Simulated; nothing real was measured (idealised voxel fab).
Herein follows the process module entitled voxel capacitor over wiring.
The cross-section shown here is cut; it is 195 nm wide and divided into square cells measuring 5 nm on a side.
Throughout this document, each cross-section is represented as a grid of square cells and is presented as a sequence of bands enumerated from the top downward, where a band comprises one or more rows of cells.
What a band's entry tells you: where the top is and where the bottom is, as heights in nm, and after that what lies inside, material by material from left to right, each with its width in nm. Empty space is written as the word "empty", and a single material marked with the word "all across" occupies the band from edge to edge.
Heights are reckoned from 0. Under this level, the received wafer is all of one material. The bottommost band is open-ended downward, for example "0..down".
A two-number width, for instance "30->40", indicates that the width is equal to the first number in the top row of the band and to the second number in the bottom row, and that it changes by a constant amount per row of cells.
"everything unchanged" for a step: no cell of the cross-section changed in that step.
"Enclosed empty spaces" contains a list of empty spaces, each no smaller than 8 cells and without an open way to the top, written in the form width x height at distance with the distance from the left edge and all three in nm.
Read whatever lies past the settings on a step's line as the simulator's own remark about the step.
"overlay nm", when on a step's line for a step with a mask, measures how far to the right of its planned place the mask lay; a negative measure means to the left.
plan:
1. RECEIVE, material Si
2. CONFORMAL_DEP, material SiO2, thk nm 10
3. DIRECTIONAL_DEP, material TiN, thk nm 5
4. DIRECTIONAL_DEP, material W, thk nm 25
5. PATTERN, tone cover, mask id METAL_1, material resist, width nm 25, pitch nm 90, thk nm 15, overlay nm -15
6. DIRECTIONAL_ETCH, etch materials W, depth nm 25
7. DIRECTIONAL_ETCH, etch materials TiN, depth nm 5
8. STRIP, etch materials resist
9. CONFORMAL_DEP, material SiN, thk nm 5
10. FILL_DEP, material SiO2, thk nm 5
11. CMP, height nm 40
12. CONFORMAL_DEP, material SiCN, thk nm 5
13. DIRECTIONAL_DEP, material SiO2, thk nm 20
14. DIRECTIONAL_DEP, material aC, thk nm 15
15. PATTERN, tone open, mask id PLUG_1, material resist, width nm 15, thk nm 35, overlay nm 0
16. DIRECTIONAL_ETCH, etch materials aC, depth nm 15
17. STRIP, etch materials resist
18. DIRECTIONAL_ETCH, etch materials SiO2, depth nm 20
19. DIRECTIONAL_ETCH, etch materials SiCN, depth nm 5
20. STRIP, etch materials aC
21. EPI, material Ru, thk nm 10
22. EPI, material Ru, thk nm 10
23. EPI, material Ru, thk nm 5
24. DIRECTIONAL_DEP, material TiN, thk nm 5
25. DIRECTIONAL_DEP, material Al2O3, thk nm 5
26. DIRECTIONAL_DEP, material TiN, thk nm 10
27. MASKED_ETCH, tone cover, mask id UPPER_PLATE, width nm 70, etch materials TiN, depth nm 10, overlay nm 0
28. MASKED_ETCH, tone cover, mask id UPPER_PLATE, width nm 70, etch materials Al2O3, depth nm 5, overlay nm 0
29. MASKED_ETCH, tone cover, mask id LOWER_PLATE, width nm 80, etch materials TiN, depth nm 5, overlay nm 0
30. FILL_DEP, material SiO2, thk nm 20
31. CMP, height nm 100
32. MASKED_ETCH, tone open, mask id PLUG_2, width nm 15, etch materials SiO2, depth nm 15, overlay nm 0
33. CONFORMAL_DEP, material TiN, thk nm 5
34. FILL_DEP, material Ru, thk nm 5
35. CMP, height nm 100
36. CONFORMAL_DEP, material SiCN, thk nm 5
For this document, wafers share an identical start and vary in the step 5 overlay nm; the plan quotes the first wafer's value.
Received wafers, first of several: cross-section after step 1:
  0..down = Si all across
  Enclosed empty spaces: none
End-of-module cross-section, first of several wafers, after last step 36:
  105..100 = SiCN all across
  100..90 = 60 SiO2, then 5 TiN, then 5 Ru, then 5 TiN, then 120 SiO2
  90..85 = 60 SiO2, then 15 TiN, then 120 SiO2
  85..75 = 65 SiO2, then 55 TiN, then 75 SiO2
  75..70 = 65 SiO2, then 55 Al2O3, then 75 SiO2
  70..65 = 45 SiO2, then 5 TiN, then 15 SiO2, then 60 TiN, then 70 SiO2
  65..60 = SiO2 all across
  60..50 = 50 SiO2, then 15 TiN, then 130 SiO2
  50..45 = 50 SiO2, then 15 Al2O3, then 130 SiO2
  45..40 = 50 SiCN, then 15 TiN, then 130 SiCN
  40..15 = 20 SiO2, then 5 SiN, then 25 W, then 5 SiN, then 55 SiO2, then 5 SiN, then 25 W, then 5 SiN, then 50 SiO2
  15..10 = 25 SiN, then 25 TiN, then 65 SiN, then 25 TiN, then 55 SiN
  10..0 = SiO2 all across
  0..down = Si all across
  Enclosed empty spaces: none
A cross-section through the last wafer at the close of the module:
  105..100 = SiCN all across
  100..90 = 60 SiO2, then 5 TiN, then 5 Ru, then 5 TiN, then 120 SiO2
  90..85 = 60 SiO2, then 15 TiN, then 120 SiO2
  85..75 = 50 SiO2, then 70 TiN, then 75 SiO2
  75..70 = 50 SiO2, then 70 Al2O3, then 75 SiO2
  70..65 = 45 SiO2, then 80 TiN, then 70 SiO2
  65..45 = 50 SiO2, then 15 Ru, then 130 SiO2
  45..40 = 50 SiCN, then 15 Ru, then 130 SiCN
  40..15 = 50 SiO2, then 5 SiN, then 25 W, then 5 SiN, then 55 SiO2, then 5 SiN, then 25 W, then 5 SiN, then 20 SiO2
  15..10 = 55 SiN, then 25 TiN, then 65 SiN, then 25 TiN, then 25 SiN
  10..0 = SiO2 all across
  0..down = Si all across
  Enclosed empty spaces: none
Heads up, this table goes wafer by wafer. A row tells you, at the end of the module, how many cells of each material that wafer has put on (+) or dropped (-) since it was received, and then its closed voids:
overlay nm -15, +14 Al2O3, +2 Ru, +75 SiCN, +49 SiN, +568 SiO2, +61 TiN, +50 W, Enclosed empty spaces: none
overlay nm -10, +14 Al2O3, +17 Ru, +75 SiCN, +49 SiN, +553 SiO2, +61 TiN, +50 W, Enclosed empty spaces: none
overlay nm -5, +14 Al2O3, +17 Ru, +75 SiCN, +49 SiN, +553 SiO2, +61 TiN, +50 W, Enclosed empty spaces: none
overlay nm 0, +14 Al2O3, +17 Ru, +75 SiCN, +49 SiN, +553 SiO2, +61 TiN, +50 W, Enclosed empty spaces: none
overlay nm 5, +14 Al2O3, +17 Ru, +75 SiCN, +49 SiN, +553 SiO2, +61 TiN, +50 W, Enclosed empty spaces: none
overlay nm 10, +14 Al2O3, +17 Ru, +75 SiCN, +49 SiN, +553 SiO2, +61 TiN, +50 W, Enclosed empty spaces: none
overlay nm 15, +14 Al2O3, +17 Ru, +75 SiCN, +49 SiN, +553 SiO2, +61 TiN, +50 W, Enclosed empty spaces: none
